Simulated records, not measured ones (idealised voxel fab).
The process module presented herein is designated voxel wiring stack.
FYI the section here is cut, 260 nm wide, cells are 5 nm squares.
We lay out every cross-section as a grid of square cells and spell it out in bands from the top down, where one band means one or more rows of cells.
It is stipulated that each band's entry specify, in nanometres, the height of the top of the band and then that of its bottom, followed by the materials of the band in left-to-right sequence, each together with its width in nanometres. A single material marked by the word "all across" is understood to fill the band from edge to edge; the word "blank" is understood to denote empty space.
Basically, 0 is our baseline, since under it the wafer straight out of the box is all one material. The bottom band has no lower end and keeps on going down, so it looks like "0 and below".
Read "30 to 40" as a graded width: first number on top, second number at the bottom, same change between each pair of neighbouring rows.
Step note "same as before" = no cross-section cell changed.
Each empty space that has no open way to the top and spans at least 8 cells appears under "Unvented cavities" as width x height at distance, the distance counted from the left edge, all in nm.
Formally, on a step line, whatever follows the settings is a remark that the simulator itself makes on the step.
A step line may carry the setting "overlay nm", which, for steps involving a mask, states the distance by which the mask lay to the right of its intended position; negative values denote displacement to the left.
INTENDED PROCESS STEPS
1 RECEIVE (material Si)
2 CONFORMAL_DEP (material SiO2; thk nm 15)
3 DIRECTIONAL_DEP (material TiN; thk nm 5)
4 DIRECTIONAL_DEP (material W; thk nm 25)
5 MASKED_ETCH (tone cover; mask id METAL_1; width nm 30; pitch nm 55; etch materials W; depth nm 25; overlay nm 0)
6 MASKED_ETCH (tone cover; mask id METAL_1; width nm 30; pitch nm 55; etch materials TiN; depth nm 5; overlay nm 0)
7 FILL_DEP (material lowk; thk nm 5)
8 CMP (height nm 45)
9 CONFORMAL_DEP (material SiCN; thk nm 5)
10 DIRECTIONAL_DEP (material lowk; thk nm 10)
11 MASKED_ETCH (tone open; mask id PLUG_1; width nm 15; etch materials lowk; depth nm 10; overlay nm 0)
12 MASKED_ETCH (tone open; mask id PLUG_1; width nm 15; etch materials SiCN; depth nm 5; overlay nm 0)
13 EPI (material Ru; thk nm 10)
14 EPI (material Ru; thk nm 5)
15 DIRECTIONAL_DEP (material TiN; thk nm 5)
16 DIRECTIONAL_DEP (material W; thk nm 15)
17 PATTERN (tone cover; mask id METAL_2; material resist; width nm 30; pitch nm 55; thk nm 15; overlay nm 0)
18 DIRECTIONAL_ETCH (etch materials W; depth nm 15)
19 DIRECTIONAL_ETCH (etch materials TiN; depth nm 5)
20 STRIP (etch materials resist)
21 FILL_DEP (material lowk; thk nm 10)
22 CMP (height nm 80)
23 CONFORMAL_DEP (material SiCN; thk nm 5)
24 DIRECTIONAL_DEP (material lowk; thk nm 15)
25 PATTERN (tone open; mask id PLUG_2; material resist; width nm 15; pitch nm 55; thk nm 20; overlay nm 0)
26 DIRECTIONAL_ETCH (etch materials lowk; depth nm 15)
27 DIRECTIONAL_ETCH (etch materials SiCN; depth nm 5)
28 STRIP (etch materials resist)
29 EPI (material Ru; thk nm 10)
30 EPI (material Ru; thk nm 10)
31 CONFORMAL_DEP (material SiCN; thk nm 5)
32 DIRECTIONAL_DEP (material lowk; thk nm 20)
33 DIRECTIONAL_DEP (material aC; thk nm 10)
34 PATTERN (tone open; mask id METAL_3; material resist; width nm 30; pitch nm 55; thk nm 25; overlay nm 0)
35 DIRECTIONAL_ETCH (etch materials aC; depth nm 10)
36 STRIP (etch materials resist)
37 DIRECTIONAL_ETCH (etch materials lowk; depth nm 20)
38 DIRECTIONAL_ETCH (etch materials SiCN; depth nm 5)
39 STRIP (etch materials aC)
40 CONFORMAL_DEP (material TiN; thk nm 5)
41 FILL_DEP (material Ru; thk nm 10)
42 CMP (height nm 125)
43 CONFORMAL_DEP (material SiCN; thk nm 5)
44 DIRECTIONAL_DEP (material SiO2; thk nm 10)
45 MASKED_ETCH (tone open; mask id PLUG_3; width nm 15; pitch nm 55; etch materials SiO2; depth nm 10; overlay nm 0)
46 MASKED_ETCH (tone open; mask id PLUG_3; width nm 15; pitch nm 55; etch materials SiCN; depth nm 5; overlay nm 0)
47 CONFORMAL_DEP (material TiN; thk nm 5)
48 FILL_DEP (material W; thk nm 10)
49 CMP (height nm 140)
50 CONFORMAL_DEP (material SiN; thk nm 5)
51 DIRECTIONAL_DEP (material SiO2; thk nm 20)
52 PATTERN (tone open; mask id METAL_4; material resist; width nm 30; pitch nm 55; thk nm 20; overlay nm 0)
53 DIRECTIONAL_ETCH (etch materials SiO2; depth nm 20)
54 DIRECTIONAL_ETCH (etch materials SiN; depth nm 5)
55 STRIP (etch materials resist)
56 CONFORMAL_DEP (material TiN; thk nm 5)
57 FILL_DEP (material Cu; thk nm 10)
58 CMP (height nm 165)
59 EPI (material Ru; thk nm 5)
60 FILL_DEP (material SiCN; thk nm 5)
THE FOLLOWING PERTAINS TO THE FIRST OF TWO WAFERS, WHICH WAS PROCESSED AS PLANNED
AS RECEIVED (POST STEP 1): CROSS-SECTION
    0 and below = Si all across
    Unvented cavities: none
HOW THE WAFER STANDS IN SECTION AFTER STEP 2
    15 down to 0 = SiO2 all across
    Below 0, the layers are the same as they were.
HOW THE WAFER STANDS IN SECTION AFTER STEP 3
    20 down to 15 = TiN all across
    Below 15, the layers are the same as they were.
HOW THE WAFER STANDS IN SECTION AFTER STEP 4
    45 down to 20 = W all across
    Below 20, the layers are the same as they were.
HOW THE WAFER STANDS IN SECTION AFTER STEP 5
    45 down to 20 = 85 nm blank; 30 nm W; 25 nm blank; 30 nm W; 90 nm blank
    Below 20, the layers are the same as they were.
HOW THE WAFER STANDS IN SECTION AFTER STEP 6
    45 down to 20 = 85 nm blank; 30 nm W; 25 nm blank; 30 nm W; 90 nm blank
    20 down to 15 = 85 nm blank; 30 nm TiN; 25 nm blank; 30 nm TiN; 90 nm blank
    Below 15, the layers are the same as they were.
HOW THE WAFER STANDS IN SECTION AFTER STEP 7
    50 down to 45 = lowk all across
    45 down to 20 = 85 nm lowk; 30 nm W; 25 nm lowk; 30 nm W; 90 nm lowk
    20 down to 15 = 85 nm lowk; 30 nm TiN; 25 nm lowk; 30 nm TiN; 90 nm lowk
    Below 15, the layers are the same as they were.
HOW THE WAFER STANDS IN SECTION AFTER STEP 8
    45 down to 20 = 85 nm lowk; 30 nm W; 25 nm lowk; 30 nm W; 90 nm lowk
    Below 20, the layers are the same as they were.
HOW THE WAFER STANDS IN SECTION AFTER STEP 9
    50 down to 45 = SiCN all across
    Below 45, the layers are the same as they were.
HOW THE WAFER STANDS IN SECTION AFTER STEP 10
    60 down to 50 = lowk all across
    Below 50, the layers are the same as they were.
HOW THE WAFER STANDS IN SECTION AFTER STEP 11
    60 down to 50 = 85 nm lowk; 15 nm blank; 160 nm lowk
    Below 50, the layers are the same as they were.
HOW THE WAFER STANDS IN SECTION AFTER STEP 12
    60 down to 50 = 85 nm lowk; 15 nm blank; 160 nm lowk
    50 down to 45 = 85 nm SiCN; 15 nm blank; 160 nm SiCN
    Below 45, the layers are the same as they were.
HOW THE WAFER STANDS IN SECTION AFTER STEP 13
    60 down to 55 = 85 nm lowk; 15 nm blank; 160 nm lowk
    55 down to 50 = 85 nm lowk; 15 nm Ru; 160 nm lowk
    50 down to 45 = 85 nm SiCN; 15 nm Ru; 160 nm SiCN
    Below 45, the layers are the same as they were.
HOW THE WAFER STANDS IN SECTION AFTER STEP 14
    60 down to 50 = 85 nm lowk; 15 nm Ru; 160 nm lowk
    Below 50, the layers are the same as they were.
HOW THE WAFER STANDS IN SECTION AFTER STEP 15
    65 down to 60 = TiN all across
    Below 60, the layers are the same as they were.
HOW THE WAFER STANDS IN SECTION AFTER STEP 16
    80 down to 65 = W all across
    Below 65, the layers are the same as they were.
HOW THE WAFER STANDS IN SECTION AFTER STEP 17
    95 down to 80 = 85 nm blank; 30 nm resist; 25 nm blank; 30 nm resist; 90 nm blank
    Below 80, the layers are the same as they were.
HOW THE WAFER STANDS IN SECTION AFTER STEP 18
    95 down to 80 = 85 nm blank; 30 nm resist; 25 nm blank; 30 nm resist; 90 nm blank
    80 down to 65 = 85 nm blank; 30 nm W; 25 nm blank; 30 nm W; 90 nm blank
    Below 65, the layers are the same as they were.
HOW THE WAFER STANDS IN SECTION AFTER STEP 19
    95 down to 80 = 85 nm blank; 30 nm resist; 25 nm blank; 30 nm resist; 90 nm blank
    80 down to 65 = 85 nm blank; 30 nm W; 25 nm blank; 30 nm W; 90 nm blank
    65 down to 60 = 85 nm blank; 30 nm TiN; 25 nm blank; 30 nm TiN; 90 nm blank
    Below 60, the layers are the same as they were.
HOW THE WAFER STANDS IN SECTION AFTER STEP 20
    80 down to 65 = 85 nm blank; 30 nm W; 25 nm blank; 30 nm W; 90 nm blank
    Below 65, the layers are the same as they were.
HOW THE WAFER STANDS IN SECTION AFTER STEP 21
    90 down to 80 = lowk all across
    80 down to 65 = 85 nm lowk; 30 nm W; 25 nm lowk; 30 nm W; 90 nm lowk
    65 down to 60 = 85 nm lowk; 30 nm TiN; 25 nm lowk; 30 nm TiN; 90 nm lowk
    Below 60, the layers are the same as they were.
HOW THE WAFER STANDS IN SECTION AFTER STEP 22
    80 down to 65 = 85 nm lowk; 30 nm W; 25 nm lowk; 30 nm W; 90 nm lowk
    Below 65, the layers are the same as they were.
HOW THE WAFER STANDS IN SECTION AFTER STEP 23
    85 down to 80 = SiCN all across
    Below 80, the layers are the same as they were.
HOW THE WAFER STANDS IN SECTION AFTER STEP 24
    100 down to 85 = lowk all across
    Below 85, the layers are the same as they were.
HOW THE WAFER STANDS IN SECTION AFTER STEP 25
    120 down to 100 = 85 nm resist; 15 nm blank; 40 nm resist; 15 nm blank; 105 nm resist
    Below 100, the layers are the same as they were.
HOW THE WAFER STANDS IN SECTION AFTER STEP 26
    120 down to 100 = 85 nm resist; 15 nm blank; 40 nm resist; 15 nm blank; 105 nm resist
    100 down to 85 = 85 nm lowk; 15 nm blank; 40 nm lowk; 15 nm blank; 105 nm lowk
    Below 85, the layers are the same as they were.
HOW THE WAFER STANDS IN SECTION AFTER STEP 27
    120 down to 100 = 85 nm resist; 15 nm blank; 40 nm resist; 15 nm blank; 105 nm resist
    100 down to 85 = 85 nm lowk; 15 nm blank; 40 nm lowk; 15 nm blank; 105 nm lowk
    85 down to 80 = 85 nm SiCN; 15 nm blank; 40 nm SiCN; 15 nm blank; 105 nm SiCN
    Below 80, the layers are the same as they were.
HOW THE WAFER STANDS IN SECTION AFTER STEP 28
    100 down to 85 = 85 nm lowk; 15 nm blank; 40 nm lowk; 15 nm blank; 105 nm lowk
    Below 85, the layers are the same as they were.
HOW THE WAFER STANDS IN SECTION AFTER STEP 29
    100 down to 90 = 85 nm lowk; 15 nm blank; 40 nm lowk; 15 nm blank; 105 nm lowk
    90 down to 85 = 85 nm lowk; 15 nm Ru; 40 nm lowk; 15 nm Ru; 105 nm lowk
    85 down to 80 = 85 nm SiCN; 15 nm Ru; 40 nm SiCN; 15 nm Ru; 105 nm SiCN
    Below 80, the layers are the same as they were.
HOW THE WAFER STANDS IN SECTION AFTER STEP 30
    100 down to 85 = 85 nm lowk; 15 nm Ru; 40 nm lowk; 15 nm Ru; 105 nm lowk
    Below 85, the layers are the same as they were.
HOW THE WAFER STANDS IN SECTION AFTER STEP 31
    105 down to 100 = SiCN all across
    Below 100, the layers are the same as they were.
HOW THE WAFER STANDS IN SECTION AFTER STEP 32
    125 down to 105 = lowk all across
    Below 105, the layers are the same as they were.
HOW THE WAFER STANDS IN SECTION AFTER STEP 33
    135 down to 125 = aC all across
    Below 125, the layers are the same as they were.
HOW THE WAFER STANDS IN SECTION AFTER STEP 34
    160 down to 135 = 85 nm resist; 30 nm blank; 25 nm resist; 30 nm blank; 90 nm resist
    Below 135, the layers are the same as they were.
HOW THE WAFER STANDS IN SECTION AFTER STEP 35
    150 down to 135 = 85 nm resist; 30 nm blank; 25 nm resist; 30 nm blank; 90 nm resist
    135 down to 125 = 85 nm aC; 30 nm blank; 25 nm aC; 30 nm blank; 90 nm aC
    Below 125, the layers are the same as they were.
HOW THE WAFER STANDS IN SECTION AFTER STEP 36
    135 down to 125 = 85 nm aC; 30 nm blank; 25 nm aC; 30 nm blank; 90 nm aC
    Below 125, the layers are the same as they were.
HOW THE WAFER STANDS IN SECTION AFTER STEP 37
    135 down to 125 = 85 nm aC; 30 nm blank; 25 nm aC; 30 nm blank; 90 nm aC
    125 down to 105 = 85 nm lowk; 30 nm blank; 25 nm lowk; 30 nm blank; 90 nm lowk
    Below 105, the layers are the same as they were.
HOW THE WAFER STANDS IN SECTION AFTER STEP 38
    135 down to 125 = 85 nm aC; 30 nm blank; 25 nm aC; 30 nm blank; 90 nm aC
    125 down to 105 = 85 nm lowk; 30 nm blank; 25 nm lowk; 30 nm blank; 90 nm lowk
    105 down to 100 = 85 nm SiCN; 30 nm blank; 25 nm SiCN; 30 nm blank; 90 nm SiCN
    Below 100, the layers are the same as they were.
HOW THE WAFER STANDS IN SECTION AFTER STEP 39
    125 down to 105 = 85 nm lowk; 30 nm blank; 25 nm lowk; 30 nm blank; 90 nm lowk
    Below 105, the layers are the same as they were.
HOW THE WAFER STANDS IN SECTION AFTER STEP 40
    130 down to 125 = 90 nm TiN; 20 nm blank; 35 nm TiN; 20 nm blank; 95 nm TiN
    125 down to 105 = 85 nm lowk; 5 nm TiN; 20 nm blank; 5 nm TiN; 25 nm lowk; 5 nm TiN; 20 nm blank; 5 nm TiN; 90 nm lowk
    105 down to 100 = 85 nm SiCN; 30 nm TiN; 25 nm SiCN; 30 nm TiN; 90 nm SiCN
    Below 100, the layers are the same as they were.
HOW THE WAFER STANDS IN SECTION AFTER STEP 41
    140 down to 130 = Ru all across
    130 down to 125 = 90 nm TiN; 20 nm Ru; 35 nm TiN; 20 nm Ru; 95 nm TiN
    125 down to 105 = 85 nm lowk; 5 nm TiN; 20 nm Ru; 5 nm TiN; 25 nm lowk; 5 nm TiN; 20 nm Ru; 5 nm TiN; 90 nm lowk
    Below 105, the layers are the same as they were.
HOW THE WAFER STANDS IN SECTION AFTER STEP 42
    125 down to 105 = 85 nm lowk; 5 nm TiN; 20 nm Ru; 5 nm TiN; 25 nm lowk; 5 nm TiN; 20 nm Ru; 5 nm TiN; 90 nm lowk
    Below 105, the layers are the same as they were.
HOW THE WAFER STANDS IN SECTION AFTER STEP 43
    130 down to 125 = SiCN all across
    Below 125, the layers are the same as they were.
HOW THE WAFER STANDS IN SECTION AFTER STEP 44
    140 down to 130 = SiO2 all across
    Below 130, the layers are the same as they were.
HOW THE WAFER STANDS IN SECTION AFTER STEP 45
    140 down to 130 = 85 nm SiO2; 15 nm blank; 40 nm SiO2; 15 nm blank; 105 nm SiO2
    Below 130, the layers are the same as they were.
HOW THE WAFER STANDS IN SECTION AFTER STEP 46
    140 down to 130 = 85 nm SiO2; 15 nm blank; 40 nm SiO2; 15 nm blank; 105 nm SiO2
    130 down to 125 = 85 nm SiCN; 15 nm blank; 40 nm SiCN; 15 nm blank; 105 nm SiCN
    Below 125, the layers are the same as they were.
HOW THE WAFER STANDS IN SECTION AFTER STEP 47
    145 down to 140 = 90 nm TiN; 5 nm blank; 50 nm TiN; 5 nm blank; 110 nm TiN
    140 down to 130 = 85 nm SiO2; 5 nm TiN; 5 nm blank; 5 nm TiN; 40 nm SiO2; 5 nm TiN; 5 nm blank; 5 nm TiN; 105 nm SiO2
    130 down to 125 = 85 nm SiCN; 15 nm TiN; 40 nm SiCN; 15 nm TiN; 105 nm SiCN
    Below 125, the layers are the same as they were.
HOW THE WAFER STANDS IN SECTION AFTER STEP 48
    155 down to 145 = W all across
    145 down to 140 = 90 nm TiN; 5 nm W; 50 nm TiN; 5 nm W; 110 nm TiN
    140 down to 130 = 85 nm SiO2; 5 nm TiN; 5 nm W; 5 nm TiN; 40 nm SiO2; 5 nm TiN; 5 nm W; 5 nm TiN; 105 nm SiO2
    Below 130, the layers are the same as they were.
HOW THE WAFER STANDS IN SECTION AFTER STEP 49
    140 down to 130 = 85 nm SiO2; 5 nm TiN; 5 nm W; 5 nm TiN; 40 nm SiO2; 5 nm TiN; 5 nm W; 5 nm TiN; 105 nm SiO2
    Below 130, the layers are the same as they were.
HOW THE WAFER STANDS IN SECTION AFTER STEP 50
    145 down to 140 = SiN all across
    Below 140, the layers are the same as they were.
HOW THE WAFER STANDS IN SECTION AFTER STEP 51
    165 down to 145 = SiO2 all across
    Below 145, the layers are the same as they were.
HOW THE WAFER STANDS IN SECTION AFTER STEP 52
    185 down to 165 = 85 nm resist; 30 nm blank; 25 nm resist; 30 nm blank; 90 nm resist
    Below 165, the layers are the same as they were.
HOW THE WAFER STANDS IN SECTION AFTER STEP 53
    185 down to 165 = 85 nm resist; 30 nm blank; 25 nm resist; 30 nm blank; 90 nm resist
    165 down to 145 = 85 nm SiO2; 30 nm blank; 25 nm SiO2; 30 nm blank; 90 nm SiO2
    Below 145, the layers are the same as they were.
HOW THE WAFER STANDS IN SECTION AFTER STEP 54
    185 down to 165 = 85 nm resist; 30 nm blank; 25 nm resist; 30 nm blank; 90 nm resist
    165 down to 145 = 85 nm SiO2; 30 nm blank; 25 nm SiO2; 30 nm blank; 90 nm SiO2
    145 down to 140 = 85 nm SiN; 30 nm blank; 25 nm SiN; 30 nm blank; 90 nm SiN
    Below 140, the layers are the same as they were.
HOW THE WAFER STANDS IN SECTION AFTER STEP 55
    165 down to 145 = 85 nm SiO2; 30 nm blank; 25 nm SiO2; 30 nm blank; 90 nm SiO2
    Below 145, the layers are the same as they were.
HOW THE WAFER STANDS IN SECTION AFTER STEP 56
    170 down to 165 = 90 nm TiN; 20 nm blank; 35 nm TiN; 20 nm blank; 95 nm TiN
    165 down to 145 = 85 nm SiO2; 5 nm TiN; 20 nm blank; 5 nm TiN; 25 nm SiO2; 5 nm TiN; 20 nm blank; 5 nm TiN; 90 nm SiO2
    145 down to 140 = 85 nm SiN; 30 nm TiN; 25 nm SiN; 30 nm TiN; 90 nm SiN
    Below 140, the layers are the same as they were.
HOW THE WAFER STANDS IN SECTION AFTER STEP 57
    180 down to 170 = Cu all across
    170 down to 165 = 90 nm TiN; 20 nm Cu; 35 nm TiN; 20 nm Cu; 95 nm TiN
    165 down to 145 = 85 nm SiO2; 5 nm TiN; 20 nm Cu; 5 nm TiN; 25 nm SiO2; 5 nm TiN; 20 nm Cu; 5 nm TiN; 90 nm SiO2
    Below 145, the layers are the same as they were.
HOW THE WAFER STANDS IN SECTION AFTER STEP 58
    165 down to 145 = 85 nm SiO2; 5 nm TiN; 20 nm Cu; 5 nm TiN; 25 nm SiO2; 5 nm TiN; 20 nm Cu; 5 nm TiN; 90 nm SiO2
    Below 145, the layers are the same as they were.
HOW THE WAFER STANDS IN SECTION AFTER STEP 59
    170 down to 165 = 80 nm blank; 40 nm Ru; 15 nm blank; 40 nm Ru; 85 nm blank
    Below 165, the layers are the same as they were.
HOW THE WAFER STANDS IN SECTION AFTER STEP 60
    175 down to 170 = SiCN all across
    170 down to 165 = 80 nm SiCN; 40 nm Ru; 15 nm SiCN; 40 nm Ru; 85 nm SiCN
    Below 165, the layers are the same as they were.
WAFER TWO: LIKE WAFER ONE IN START AND PLAN, BUT WITH ONE MISTAKE IN EXECUTION; IDENTICAL UP TO AND INCLUDING STEP 22
SECOND WAFER, CUT VIEW, END OF STEP 23 PER PLAN
    95 down to 80 = lowk all across
    Below 80, the layers are the same as they were.
SECOND WAFER, CUT VIEW, END OF STEP 24 PER PLAN
    100 down to 95 = SiCN all across
    Below 95, the layers are the same as they were.
SECOND WAFER, CUT VIEW, END OF STEP 25 PER PLAN
    120 down to 100 = 85 nm resist; 15 nm blank; 40 nm resist; 15 nm blank; 105 nm resist
    Below 100, the layers are the same as they were.
Second wafer, cut view, end of step 26 per plan: same as before
SECOND WAFER, CUT VIEW, END OF STEP 27 PER PLAN
    120 down to 100 = 85 nm resist; 15 nm blank; 40 nm resist; 15 nm blank; 105 nm resist
    100 down to 95 = 85 nm SiCN; 15 nm blank; 40 nm SiCN; 15 nm blank; 105 nm SiCN
    Below 95, the layers are the same as they were.
SECOND WAFER, CUT VIEW, END OF STEP 28 PER PLAN
    100 down to 95 = 85 nm SiCN; 15 nm blank; 40 nm SiCN; 15 nm blank; 105 nm SiCN
    Below 95, the layers are the same as they were.
Second wafer, cut view, end of step 29 per plan: same as before
Second wafer, cut view, end of step 30 per plan: same as before
SECOND WAFER, CUT VIEW, END OF STEP 31 PER PLAN
    105 down to 100 = 90 nm SiCN; 5 nm blank; 50 nm SiCN; 5 nm blank; 110 nm SiCN
    100 down to 95 = SiCN all across
    Below 95, the layers are the same as they were.
SECOND WAFER, CUT VIEW, END OF STEP 32 PER PLAN
    125 down to 120 = 90 nm lowk; 5 nm blank; 50 nm lowk; 5 nm blank; 110 nm lowk
    120 down to 105 = lowk all across
    105 down to 100 = 90 nm SiCN; 5 nm lowk; 50 nm SiCN; 5 nm lowk; 110 nm SiCN
    Below 100, the layers are the same as they were.
SECOND WAFER, CUT VIEW, END OF STEP 33 PER PLAN
    135 down to 130 = 90 nm aC; 5 nm blank; 50 nm aC; 5 nm blank; 110 nm aC
    130 down to 125 = aC all across
    125 down to 120 = 90 nm lowk; 5 nm aC; 50 nm lowk; 5 nm aC; 110 nm lowk
    Below 120, the layers are the same as they were.
SECOND WAFER, CUT VIEW, END OF STEP 34 PER PLAN
    160 down to 135 = 85 nm resist; 30 nm blank; 25 nm resist; 30 nm blank; 90 nm resist
    Below 135, the layers are the same as they were.
SECOND WAFER, CUT VIEW, END OF STEP 35 PER PLAN
    150 down to 135 = 85 nm resist; 30 nm blank; 25 nm resist; 30 nm blank; 90 nm resist
    135 down to 125 = 85 nm aC; 30 nm blank; 25 nm aC; 30 nm blank; 90 nm aC
    125 down to 120 = 90 nm lowk; 5 nm blank; 50 nm lowk; 5 nm blank; 110 nm lowk
    Below 120, the layers are the same as they were.
SECOND WAFER, CUT VIEW, END OF STEP 36 PER PLAN
    135 down to 125 = 85 nm aC; 30 nm blank; 25 nm aC; 30 nm blank; 90 nm aC
    Below 125, the layers are the same as they were.
SECOND WAFER, CUT VIEW, END OF STEP 37 PER PLAN
    135 down to 125 = 85 nm aC; 30 nm blank; 25 nm aC; 30 nm blank; 90 nm aC
    125 down to 105 = 85 nm lowk; 30 nm blank; 25 nm lowk; 30 nm blank; 90 nm lowk
    105 down to 100 = 90 nm SiCN; 5 nm blank; 50 nm SiCN; 5 nm blank; 110 nm SiCN
    Below 100, the layers are the same as they were.
SECOND WAFER, CUT VIEW, END OF STEP 38 PER PLAN
    135 down to 125 = 85 nm aC; 30 nm blank; 25 nm aC; 30 nm blank; 90 nm aC
    125 down to 105 = 85 nm lowk; 30 nm blank; 25 nm lowk; 30 nm blank; 90 nm lowk
    105 down to 95 = 85 to 90 nm SiCN; 30 to 5 nm blank; 25 to 50 nm SiCN; 30 to 5 nm blank; 90 to 110 nm SiCN
    Below 95, the layers are the same as they were.
SECOND WAFER, CUT VIEW, END OF STEP 39 PER PLAN
    125 down to 105 = 85 nm lowk; 30 nm blank; 25 nm lowk; 30 nm blank; 90 nm lowk
    Below 105, the layers are the same as they were.
SECOND WAFER, CUT VIEW, END OF STEP 40 PER PLAN
    130 down to 125 = 90 nm TiN; 20 nm blank; 35 nm TiN; 20 nm blank; 95 nm TiN
    125 down to 105 = 85 nm lowk; 5 nm TiN; 20 nm blank; 5 nm TiN; 25 nm lowk; 5 nm TiN; 20 nm blank; 5 nm TiN; 90 nm lowk
    105 down to 95 = 85 to 90 nm SiCN; 30 to 5 nm TiN; 25 to 50 nm SiCN; 30 to 5 nm TiN; 90 to 110 nm SiCN
    Below 95, the layers are the same as they were.
SECOND WAFER, CUT VIEW, END OF STEP 41 PER PLAN
    140 down to 130 = Ru all across
    130 down to 125 = 90 nm TiN; 20 nm Ru; 35 nm TiN; 20 nm Ru; 95 nm TiN
    125 down to 105 = 85 nm lowk; 5 nm TiN; 20 nm Ru; 5 nm TiN; 25 nm lowk; 5 nm TiN; 20 nm Ru; 5 nm TiN; 90 nm lowk
    Below 105, the layers are the same as they were.
SECOND WAFER, CUT VIEW, END OF STEP 42 PER PLAN
    125 down to 105 = 85 nm lowk; 5 nm TiN; 20 nm Ru; 5 nm TiN; 25 nm lowk; 5 nm TiN; 20 nm Ru; 5 nm TiN; 90 nm lowk
    Below 105, the layers are the same as they were.
SECOND WAFER, CUT VIEW, END OF STEP 43 PER PLAN
    130 down to 125 = SiCN all across
    Below 125, the layers are the same as they were.
SECOND WAFER, CUT VIEW, END OF STEP 44 PER PLAN
    140 down to 130 = SiO2 all across
    Below 130, the layers are the same as they were.
SECOND WAFER, CUT VIEW, END OF STEP 45 PER PLAN
    140 down to 130 = 85 nm SiO2; 15 nm blank; 40 nm SiO2; 15 nm blank; 105 nm SiO2
    Below 130, the layers are the same as they were.
SECOND WAFER, CUT VIEW, END OF STEP 46 PER PLAN
    140 down to 130 = 85 nm SiO2; 15 nm blank; 40 nm SiO2; 15 nm blank; 105 nm SiO2
    130 down to 125 = 85 nm SiCN; 15 nm blank; 40 nm SiCN; 15 nm blank; 105 nm SiCN
    Below 125, the layers are the same as they were.
SECOND WAFER, CUT VIEW, END OF STEP 47 PER PLAN
    145 down to 140 = 90 nm TiN; 5 nm blank; 50 nm TiN; 5 nm blank; 110 nm TiN
    140 down to 130 = 85 nm SiO2; 5 nm TiN; 5 nm blank; 5 nm TiN; 40 nm SiO2; 5 nm TiN; 5 nm blank; 5 nm TiN; 105 nm SiO2
    130 down to 125 = 85 nm SiCN; 15 nm TiN; 40 nm SiCN; 15 nm TiN; 105 nm SiCN
    Below 125, the layers are the same as they were.
SECOND WAFER, CUT VIEW, END OF STEP 48 PER PLAN
    155 down to 145 = W all across
    145 down to 140 = 90 nm TiN; 5 nm W; 50 nm TiN; 5 nm W; 110 nm TiN
    140 down to 130 = 85 nm SiO2; 5 nm TiN; 5 nm W; 5 nm TiN; 40 nm SiO2; 5 nm TiN; 5 nm W; 5 nm TiN; 105 nm SiO2
    Below 130, the layers are the same as they were.
SECOND WAFER, CUT VIEW, END OF STEP 49 PER PLAN
    140 down to 130 = 85 nm SiO2; 5 nm TiN; 5 nm W; 5 nm TiN; 40 nm SiO2; 5 nm TiN; 5 nm W; 5 nm TiN; 105 nm SiO2
    Below 130, the layers are the same as they were.
SECOND WAFER, CUT VIEW, END OF STEP 50 PER PLAN
    145 down to 140 = SiN all across
    Below 140, the layers are the same as they were.
SECOND WAFER, CUT VIEW, END OF STEP 51 PER PLAN
    165 down to 145 = SiO2 all across
    Below 145, the layers are the same as they were.
SECOND WAFER, CUT VIEW, END OF STEP 52 PER PLAN
    185 down to 165 = 85 nm resist; 30 nm blank; 25 nm resist; 30 nm blank; 90 nm resist
    Below 165, the layers are the same as they were.
SECOND WAFER, CUT VIEW, END OF STEP 53 PER PLAN
    185 down to 165 = 85 nm resist; 30 nm blank; 25 nm resist; 30 nm blank; 90 nm resist
    165 down to 145 = 85 nm SiO2; 30 nm blank; 25 nm SiO2; 30 nm blank; 90 nm SiO2
    Below 145, the layers are the same as they were.
SECOND WAFER, CUT VIEW, END OF STEP 54 PER PLAN
    185 down to 165 = 85 nm resist; 30 nm blank; 25 nm resist; 30 nm blank; 90 nm resist
    165 down to 145 = 85 nm SiO2; 30 nm blank; 25 nm SiO2; 30 nm blank; 90 nm SiO2
    145 down to 140 = 85 nm SiN; 30 nm blank; 25 nm SiN; 30 nm blank; 90 nm SiN
    Below 140, the layers are the same as they were.
SECOND WAFER, CUT VIEW, END OF STEP 55 PER PLAN
    165 down to 145 = 85 nm SiO2; 30 nm blank; 25 nm SiO2; 30 nm blank; 90 nm SiO2
    Below 145, the layers are the same as they were.
SECOND WAFER, CUT VIEW, END OF STEP 56 PER PLAN
    170 down to 165 = 90 nm TiN; 20 nm blank; 35 nm TiN; 20 nm blank; 95 nm TiN
    165 down to 145 = 85 nm SiO2; 5 nm TiN; 20 nm blank; 5 nm TiN; 25 nm SiO2; 5 nm TiN; 20 nm blank; 5 nm TiN; 90 nm SiO2
    145 down to 140 = 85 nm SiN; 30 nm TiN; 25 nm SiN; 30 nm TiN; 90 nm SiN
    Below 140, the layers are the same as they were.
SECOND WAFER, CUT VIEW, END OF STEP 57 PER PLAN
    180 down to 170 = Cu all across
    170 down to 165 = 90 nm TiN; 20 nm Cu; 35 nm TiN; 20 nm Cu; 95 nm TiN
    165 down to 145 = 85 nm SiO2; 5 nm TiN; 20 nm Cu; 5 nm TiN; 25 nm SiO2; 5 nm TiN; 20 nm Cu; 5 nm TiN; 90 nm SiO2
    Below 145, the layers are the same as they were.
SECOND WAFER, CUT VIEW, END OF STEP 58 PER PLAN
    165 down to 145 = 85 nm SiO2; 5 nm TiN; 20 nm Cu; 5 nm TiN; 25 nm SiO2; 5 nm TiN; 20 nm Cu; 5 nm TiN; 90 nm SiO2
    Below 145, the layers are the same as they were.
SECOND WAFER, CUT VIEW, END OF STEP 59 PER PLAN
    170 down to 165 = 80 nm blank; 40 nm Ru; 15 nm blank; 40 nm Ru; 85 nm blank
    Below 165, the layers are the same as they were.
SECOND WAFER, CUT VIEW, END OF STEP 60 PER PLAN
    175 down to 170 = SiCN all across
    170 down to 165 = 80 nm SiCN; 40 nm Ru; 15 nm SiCN; 40 nm Ru; 85 nm SiCN
    Below 165, the layers are the same as they were.
what went wrong: order of steps 23 and 24 inverted relative to the plan
Final wafer comparison in cells, second versus first, more or fewer per material: 24 fewer of Ru; 4 more of SiCN; 2 more of TiN; 18 more of lowk
